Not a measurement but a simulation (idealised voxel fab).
voxel wiring stack: a process module
We display cut, a cross-section 160 nm in width whose square cells are each 5 nm.
Cross-section = grid of square cells, listed top down in bands; band = one or more rows.
Basically the band line says how high the top is and how high the bottom is, in nm, and then what's in it from left to right, every material with its width in nm. Empty space shows up as "blank", and if a single material carries "everywhere" it runs the full band edge to edge.
It should be noted that heights are counted from 0, beneath which the wafer as supplied is of one material throughout, and that the lowest band possesses no lower boundary but continues downward, as written in "0 -> down".
Width "30 to 40": first value at the band's top row of cells, second value at its bottom row, equal change from row to row.
"no change" (step): cross-section cells unchanged, all of them.
This entry, "Sealed void listing", enumerates those empty regions of no fewer than 8 cells that possess no open connection to the top. Each region is reported in the form width x height at distance, the distance being taken from the left edge, with all three quantities expressed in nm.
What comes after the settings on a step's line is commentary from the simulator itself on that step.
Steps that use a mask can have "overlay nm" on their line. It says how far the mask sat to the right of where it was meant to be. Negative means to the left.

Planned step list for the process
step 1: RECEIVE with material Si
step 2: CONFORMAL_DEP with material SiO2, thk nm 15
step 3: CONFORMAL_DEP with material SiN, thk nm 5
step 4: DIRECTIONAL_DEP with material SiO2, thk nm 15
step 5: PATTERN with tone open, mask id METAL_1, material resist, width nm 30, pitch nm 45, thk nm 15, overlay nm 0
step 6: DIRECTIONAL_ETCH with etch materials SiO2, depth nm 15
step 7: DIRECTIONAL_ETCH with etch materials SiN, depth nm 5
step 8: STRIP with etch materials resist
step 9: CONFORMAL_DEP with material TiN, thk nm 5
step 10: FILL_DEP with material W, thk nm 10
step 11: CMP with height nm 35
step 12: CONFORMAL_DEP with material SiCN, thk nm 5
step 13: DIRECTIONAL_DEP with material SiO2, thk nm 20
step 14: PATTERN with tone open, mask id PLUG_1, material resist, width nm 15, thk nm 15, overlay nm 0
step 15: DIRECTIONAL_ETCH with etch materials SiO2, depth nm 20
step 16: DIRECTIONAL_ETCH with etch materials SiCN, depth nm 5
step 17: STRIP with etch materials resist
step 18: EPI with material Ru, thk nm 10
step 19: EPI with material Ru, thk nm 10
step 20: EPI with material Ru, thk nm 5
step 21: CONFORMAL_DEP with material SiCN, thk nm 5
step 22: DIRECTIONAL_DEP with material SiO2, thk nm 15
step 23: PATTERN with tone open, mask id METAL_2, material resist, width nm 30, pitch nm 45, thk nm 20, overlay nm 0
step 24: DIRECTIONAL_ETCH with etch materials SiO2, depth nm 15
step 25: DIRECTIONAL_ETCH with etch materials SiCN, depth nm 5
step 26: STRIP with etch materials resist
step 27: CONFORMAL_DEP with material TiN, thk nm 5
step 28: FILL_DEP with material Ru, thk nm 5
step 29: CMP with height nm 80
step 30: CONFORMAL_DEP with material SiCN, thk nm 5
step 31: DIRECTIONAL_DEP with material lowk, thk nm 15
step 32: PATTERN with tone open, mask id PLUG_2, material resist, width nm 15, thk nm 15, overlay nm 0
step 33: DIRECTIONAL_ETCH with etch materials lowk, depth nm 15
step 34: DIRECTIONAL_ETCH with etch materials SiCN, depth nm 5
step 35: STRIP with etch materials resist
step 36: CONFORMAL_DEP with material TiN, thk nm 5
step 37: FILL_DEP with material Ru, thk nm 10
step 38: CMP with height nm 100
step 39: CONFORMAL_DEP with material SiN, thk nm 5
step 40: DIRECTIONAL_DEP with material lowk, thk nm 25
step 41: PATTERN with tone open, mask id METAL_3, material resist, width nm 30, pitch nm 45, thk nm 15, overlay nm 0
step 42: DIRECTIONAL_ETCH with etch materials lowk, depth nm 25
step 43: DIRECTIONAL_ETCH with etch materials SiN, depth nm 5
step 44: STRIP with etch materials resist
step 45: CONFORMAL_DEP with material TiN, thk nm 5
step 46: FILL_DEP with material W, thk nm 10
step 47: CMP with height nm 130
step 48: CONFORMAL_DEP with material SiCN, thk nm 5

First of two wafers: run as planned

Step 1 complete: cross-section of the wafer as received
	0 -> down: Si everywhere
	Sealed void listing: none

Wafer xsec, post step 2
	15 -> 0: SiO2 everywhere
	Lower than 0, everything is as it was.

Wafer xsec, post step 3
	20 -> 15: SiN everywhere
	Lower than 15, everything is as it was.

Wafer xsec, post step 4
	35 -> 20: SiO2 everywhere
	Lower than 20, everything is as it was.

Wafer xsec, post step 5
	50 -> 35: 40 resist / 30 blank / 15 resist / 30 blank / 45 resist
	Lower than 35, everything is as it was.

Wafer xsec, post step 6
	50 -> 35: 40 resist / 30 blank / 15 resist / 30 blank / 45 resist
	35 -> 20: 40 SiO2 / 30 blank / 15 SiO2 / 30 blank / 45 SiO2
	Lower than 20, everything is as it was.

Wafer xsec, post step 7
	50 -> 35: 40 resist / 30 blank / 15 resist / 30 blank / 45 resist
	35 -> 20: 40 SiO2 / 30 blank / 15 SiO2 / 30 blank / 45 SiO2
	20 -> 15: 40 SiN / 30 blank / 15 SiN / 30 blank / 45 SiN
	Lower than 15, everything is as it was.

Wafer xsec, post step 8
	35 -> 20: 40 SiO2 / 30 blank / 15 SiO2 / 30 blank / 45 SiO2
	Lower than 20, everything is as it was.

Wafer xsec, post step 9
	40 -> 35: 45 TiN / 20 blank / 25 TiN / 20 blank / 50 TiN
	35 -> 20: 40 SiO2 / 5 TiN / 20 blank / 5 TiN / 15 SiO2 / 5 TiN / 20 blank / 5 TiN / 45 SiO2
	20 -> 15: 40 SiN / 30 TiN / 15 SiN / 30 TiN / 45 SiN
	Lower than 15, everything is as it was.

Wafer xsec, post step 10
	50 -> 40: W everywhere
	40 -> 35: 45 TiN / 20 W / 25 TiN / 20 W / 50 TiN
	35 -> 20: 40 SiO2 / 5 TiN / 20 W / 5 TiN / 15 SiO2 / 5 TiN / 20 W / 5 TiN / 45 SiO2
	Lower than 20, everything is as it was.

Wafer xsec, post step 11
	35 -> 20: 40 SiO2 / 5 TiN / 20 W / 5 TiN / 15 SiO2 / 5 TiN / 20 W / 5 TiN / 45 SiO2
	Lower than 20, everything is as it was.

Wafer xsec, post step 12
	40 -> 35: SiCN everywhere
	Lower than 35, everything is as it was.

Wafer xsec, post step 13
	60 -> 40: SiO2 everywhere
	Lower than 40, everything is as it was.

Wafer xsec, post step 14
	75 -> 60: 40 resist / 15 blank / 105 resist
	Lower than 60, everything is as it was.

Wafer xsec, post step 15
	75 -> 60: 40 resist / 15 blank / 105 resist
	60 -> 40: 40 SiO2 / 15 blank / 105 SiO2
	Lower than 40, everything is as it was.

Wafer xsec, post step 16
	75 -> 60: 40 resist / 15 blank / 105 resist
	60 -> 40: 40 SiO2 / 15 blank / 105 SiO2
	40 -> 35: 40 SiCN / 15 blank / 105 SiCN
	Lower than 35, everything is as it was.

Wafer xsec, post step 17
	60 -> 40: 40 SiO2 / 15 blank / 105 SiO2
	Lower than 40, everything is as it was.

Wafer xsec, post step 18
	60 -> 45: 40 SiO2 / 15 blank / 105 SiO2
	45 -> 40: 40 SiO2 / 15 Ru / 105 SiO2
	40 -> 35: 40 SiCN / 15 Ru / 105 SiCN
	Lower than 35, everything is as it was.

Wafer xsec, post step 19
	60 -> 55: 40 SiO2 / 15 blank / 105 SiO2
	55 -> 40: 40 SiO2 / 15 Ru / 105 SiO2
	Lower than 40, everything is as it was.

Wafer xsec, post step 20
	60 -> 40: 40 SiO2 / 15 Ru / 105 SiO2
	Lower than 40, everything is as it was.

Wafer xsec, post step 21
	65 -> 60: SiCN everywhere
	Lower than 60, everything is as it was.

Wafer xsec, post step 22
	80 -> 65: SiO2 everywhere
	Lower than 65, everything is as it was.

Wafer xsec, post step 23
	100 -> 80: 40 resist / 30 blank / 15 resist / 30 blank / 45 resist
	Lower than 80, everything is as it was.

Wafer xsec, post step 24
	100 -> 80: 40 resist / 30 blank / 15 resist / 30 blank / 45 resist
	80 -> 65: 40 SiO2 / 30 blank / 15 SiO2 / 30 blank / 45 SiO2
	Lower than 65, everything is as it was.

Wafer xsec, post step 25
	100 -> 80: 40 resist / 30 blank / 15 resist / 30 blank / 45 resist
	80 -> 65: 40 SiO2 / 30 blank / 15 SiO2 / 30 blank / 45 SiO2
	65 -> 60: 40 SiCN / 30 blank / 15 SiCN / 30 blank / 45 SiCN
	Lower than 60, everything is as it was.

Wafer xsec, post step 26
	80 -> 65: 40 SiO2 / 30 blank / 15 SiO2 / 30 blank / 45 SiO2
	Lower than 65, everything is as it was.

Wafer xsec, post step 27
	85 -> 80: 45 TiN / 20 blank / 25 TiN / 20 blank / 50 TiN
	80 -> 65: 40 SiO2 / 5 TiN / 20 blank / 5 TiN / 15 SiO2 / 5 TiN / 20 blank / 5 TiN / 45 SiO2
	65 -> 60: 40 SiCN / 30 TiN / 15 SiCN / 30 TiN / 45 SiCN
	Lower than 60, everything is as it was.

Wafer xsec, post step 28
	90 -> 85: Ru everywhere
	85 -> 80: 45 TiN / 20 Ru / 25 TiN / 20 Ru / 50 TiN
	80 -> 65: 40 SiO2 / 5 TiN / 20 Ru / 5 TiN / 15 SiO2 / 5 TiN / 20 Ru / 5 TiN / 45 SiO2
	Lower than 65, everything is as it was.

Wafer xsec, post step 29
	80 -> 65: 40 SiO2 / 5 TiN / 20 Ru / 5 TiN / 15 SiO2 / 5 TiN / 20 Ru / 5 TiN / 45 SiO2
	Lower than 65, everything is as it was.

Wafer xsec, post step 30
	85 -> 80: SiCN everywhere
	Lower than 80, everything is as it was.

Wafer xsec, post step 31
	100 -> 85: lowk everywhere
	Lower than 85, everything is as it was.

Wafer xsec, post step 32
	115 -> 100: 40 resist / 15 blank / 105 resist
	Lower than 100, everything is as it was.

Wafer xsec, post step 33
	115 -> 100: 40 resist / 15 blank / 105 resist
	100 -> 85: 40 lowk / 15 blank / 105 lowk
	Lower than 85, everything is as it was.

Wafer xsec, post step 34
	115 -> 100: 40 resist / 15 blank / 105 resist
	100 -> 85: 40 lowk / 15 blank / 105 lowk
	85 -> 80: 40 SiCN / 15 blank / 105 SiCN
	Lower than 80, everything is as it was.

Wafer xsec, post step 35
	100 -> 85: 40 lowk / 15 blank / 105 lowk
	Lower than 85, everything is as it was.

Wafer xsec, post step 36
	105 -> 100: 45 TiN / 5 blank / 110 TiN
	100 -> 85: 40 lowk / 5 TiN / 5 blank / 5 TiN / 105 lowk
	85 -> 80: 40 SiCN / 15 TiN / 105 SiCN
	Lower than 80, everything is as it was.

Wafer xsec, post step 37
	115 -> 105: Ru everywhere
	105 -> 100: 45 TiN / 5 Ru / 110 TiN
	100 -> 85: 40 lowk / 5 TiN / 5 Ru / 5 TiN / 105 lowk
	Lower than 85, everything is as it was.

Wafer xsec, post step 38
	100 -> 85: 40 lowk / 5 TiN / 5 Ru / 5 TiN / 105 lowk
	Lower than 85, everything is as it was.

Wafer xsec, post step 39
	105 -> 100: SiN everywhere
	Lower than 100, everything is as it was.

Wafer xsec, post step 40
	130 -> 105: lowk everywhere
	Lower than 105, everything is as it was.

Wafer xsec, post step 41
	145 -> 130: 40 resist / 30 blank / 15 resist / 30 blank / 45 resist
	Lower than 130, everything is as it was.

Wafer xsec, post step 42
	145 -> 130: 40 resist / 30 blank / 15 resist / 30 blank / 45 resist
	130 -> 105: 40 lowk / 30 blank / 15 lowk / 30 blank / 45 lowk
	Lower than 105, everything is as it was.

Wafer xsec, post step 43
	145 -> 130: 40 resist / 30 blank / 15 resist / 30 blank / 45 resist
	130 -> 105: 40 lowk / 30 blank / 15 lowk / 30 blank / 45 lowk
	105 -> 100: 40 SiN / 30 blank / 15 SiN / 30 blank / 45 SiN
	Lower than 100, everything is as it was.

Wafer xsec, post step 44
	130 -> 105: 40 lowk / 30 blank / 15 lowk / 30 blank / 45 lowk
	Lower than 105, everything is as it was.

Wafer xsec, post step 45
	135 -> 130: 45 TiN / 20 blank / 25 TiN / 20 blank / 50 TiN
	130 -> 105: 40 lowk / 5 TiN / 20 blank / 5 TiN / 15 lowk / 5 TiN / 20 blank / 5 TiN / 45 lowk
	105 -> 100: 40 SiN / 30 TiN / 15 SiN / 30 TiN / 45 SiN
	Lower than 100, everything is as it was.

Wafer xsec, post step 46
	145 -> 135: W everywhere
	135 -> 130: 45 TiN / 20 W / 25 TiN / 20 W / 50 TiN
	130 -> 105: 40 lowk / 5 TiN / 20 W / 5 TiN / 15 lowk / 5 TiN / 20 W / 5 TiN / 45 lowk
	Lower than 105, everything is as it was.

Wafer xsec, post step 47
	130 -> 105: 40 lowk / 5 TiN / 20 W / 5 TiN / 15 lowk / 5 TiN / 20 W / 5 TiN / 45 lowk
	Lower than 105, everything is as it was.

Wafer xsec, post step 48
	135 -> 130: SiCN everywhere
	Lower than 130, everything is as it was.

For the second wafer, take the first wafer's start and plan, then add one mistake made in running it; everything through step 30, that step included, is shared with the first

Second wafer shown in cross-section at the time step 31 was slated to end
	100 -> 85: W everywhere
	Lower than 85, everything is as it was.

Second wafer shown in cross-section at the time step 32 was slated to end
	115 -> 100: 40 resist / 15 blank / 105 resist
	Lower than 100, everything is as it was.

Second wafer shown in cross-section at the time step 33 was slated to end: no change

Second wafer shown in cross-section at the time step 34 was slated to end: no change

Second wafer shown in cross-section at the time step 35 was slated to end
	100 -> 85: W everywhere
	Lower than 85, everything is as it was.

Second wafer shown in cross-section at the time step 36 was slated to end
	105 -> 100: TiN everywhere
	Lower than 100, everything is as it was.

Second wafer shown in cross-section at the time step 37 was slated to end
	115 -> 105: Ru everywhere
	Lower than 105, everything is as it was.

Second wafer shown in cross-section at the time step 38 was slated to end
	100 -> 85: W everywhere
	Lower than 85, everything is as it was.

Second wafer shown in cross-section at the time step 39 was slated to end
	105 -> 100: SiN everywhere
	Lower than 100, everything is as it was.

Second wafer shown in cross-section at the time step 40 was slated to end
	130 -> 105: lowk everywhere
	Lower than 105, everything is as it was.

Second wafer shown in cross-section at the time step 41 was slated to end
	145 -> 130: 40 resist / 30 blank / 15 resist / 30 blank / 45 resist
	Lower than 130, everything is as it was.

Second wafer shown in cross-section at the time step 42 was slated to end
	145 -> 130: 40 resist / 30 blank / 15 resist / 30 blank / 45 resist
	130 -> 105: 40 lowk / 30 blank / 15 lowk / 30 blank / 45 lowk
	Lower than 105, everything is as it was.

Second wafer shown in cross-section at the time step 43 was slated to end
	145 -> 130: 40 resist / 30 blank / 15 resist / 30 blank / 45 resist
	130 -> 105: 40 lowk / 30 blank / 15 lowk / 30 blank / 45 lowk
	105 -> 100: 40 SiN / 30 blank / 15 SiN / 30 blank / 45 SiN
	Lower than 100, everything is as it was.

Second wafer shown in cross-section at the time step 44 was slated to end
	130 -> 105: 40 lowk / 30 blank / 15 lowk / 30 blank / 45 lowk
	Lower than 105, everything is as it was.

Second wafer shown in cross-section at the time step 45 was slated to end
	135 -> 130: 45 TiN / 20 blank / 25 TiN / 20 blank / 50 TiN
	130 -> 105: 40 lowk / 5 TiN / 20 blank / 5 TiN / 15 lowk / 5 TiN / 20 blank / 5 TiN / 45 lowk
	105 -> 100: 40 SiN / 30 TiN / 15 SiN / 30 TiN / 45 SiN
	Lower than 100, everything is as it was.

Second wafer shown in cross-section at the time step 46 was slated to end
	145 -> 135: W everywhere
	135 -> 130: 45 TiN / 20 W / 25 TiN / 20 W / 50 TiN
	130 -> 105: 40 lowk / 5 TiN / 20 W / 5 TiN / 15 lowk / 5 TiN / 20 W / 5 TiN / 45 lowk
	Lower than 105, everything is as it was.

Second wafer shown in cross-section at the time step 47 was slated to end
	130 -> 105: 40 lowk / 5 TiN / 20 W / 5 TiN / 15 lowk / 5 TiN / 20 W / 5 TiN / 45 lowk
	Lower than 105, everything is as it was.

Second wafer shown in cross-section at the time step 48 was slated to end
	135 -> 130: SiCN everywhere
	Lower than 130, everything is as it was.
What was the processing mistake? step 31 was processed under conditions differing from the plan, specifically as DIRECTIONAL_DEP with material W, thk nm 15
at the end the second wafer has, in cells: -3 Ru | +3 SiCN | -9 TiN | +96 W | -87 lowk
